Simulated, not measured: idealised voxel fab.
Presented below is a process module, voxel self aligned contacts.
For reference, the cross-section in this document is cut, with width 205 nm and square cells of 5 nm.
Each cross-section below is a grid of square cells, stated as bands in top-down order, with one or more rows of cells making up each band.
Heights first: top, then bottom, in nm. Then materials, left to right, each with a width in nm. "full width" on a single material: fills the band edge to edge. "empty": empty space.
Basically, 0 is our baseline, since under it the wafer straight out of the box is all one material. The bottom band has no lower end and keeps on going down, so it looks like "top 0, no bottom".
Per-row width for "30->40": begins at first number (top row of band), ends at second number (bottom row), increment between rows held constant.
"no change" after a step means that no cell of the cross-section changed.
Look at "Fully sealed cavities" for the closed voids: empty spaces with no open path to the top, sized 8 cells or up. Each is width x height at distance, distance from the left edge, all nm.
It should be noted that, on the line of a given step, the content following the step's settings is a remark produced by the simulator itself with respect to that step.
"overlay nm" on a masked step: distance the mask lay right of its planned place, negative for left.

[plan]
1) RECEIVE: material Si
2) CONFORMAL_DEP: material SiO2, thk nm 5
3) DIRECTIONAL_DEP: material polySi, thk nm 25
4) DIRECTIONAL_DEP: material SiN, thk nm 20
5) MASKED_ETCH: tone cover, mask id GATE, width nm 25, pitch nm 60, etch materials SiN, depth nm 20, overlay nm 0
6) MASKED_ETCH: tone cover, mask id GATE, width nm 25, pitch nm 60, etch materials polySi, depth nm 25, overlay nm 0
7) CONFORMAL_DEP: material SiN, thk nm 10
8) DIRECTIONAL_ETCH: etch materials SiN, depth nm 10
9) FILL_DEP: material SiO2, thk nm 10
10) CMP: height nm 55
11) DIRECTIONAL_DEP: material aC, thk nm 10
12) PATTERN: tone open, mask id CONTACT, material resist, width nm 45, pitch nm 60, thk nm 30, overlay nm 0
13) DIRECTIONAL_ETCH: etch materials aC, depth nm 10
14) STRIP: etch materials resist
15) DIRECTIONAL_ETCH: etch materials SiO2, depth nm 55
16) STRIP: etch materials aC
17) CONFORMAL_DEP: material TiN, thk nm 5
18) FILL_DEP: material Ru, thk nm 5
19) CMP: height nm 55
20) CONFORMAL_DEP: material SiN, thk nm 5

[As-received wafer cross-section (after step 1)]
> top 0, no bottom: Si full width
> Fully sealed cavities: none

[Wafer at module end, in section. Began as above, planned as above, run with one mistake]
> top 60, bottom 55: SiN full width
> top 55, bottom 50: 50 SiO2 / 20 TiN / 5 Ru / 20 TiN / 15 SiO2 / 20 TiN / 5 Ru / 20 TiN / 50 SiO2
> top 50, bottom 35: 20 SiO2 / 45 SiN / 5 TiN / 5 Ru / 5 TiN / 45 SiN / 5 TiN / 5 Ru / 5 TiN / 45 SiN / 20 SiO2
> top 35, bottom 30: 20 SiO2 / 45 SiN / 15 TiN / 45 SiN / 15 TiN / 45 SiN / 20 SiO2
> top 30, bottom 5: 15 SiO2 / 10 SiN / 30 polySi / 10 SiN / 10 TiN / 10 SiN / 30 polySi / 10 SiN / 10 TiN / 10 SiN / 30 polySi / 10 SiN / 20 SiO2
> top 5, bottom 0: 65 SiO2 / 10 TiN / 50 SiO2 / 10 TiN / 70 SiO2
> top 0, no bottom: Si full width
> Fully sealed cavities: none
Against the plan, the run slipped here: off-plan run, step 6, actual operation and settings MASKED_ETCH: tone cover, mask id GATE, width nm 25, pitch nm 60, etch materials polySi, depth nm 25, overlay nm -5
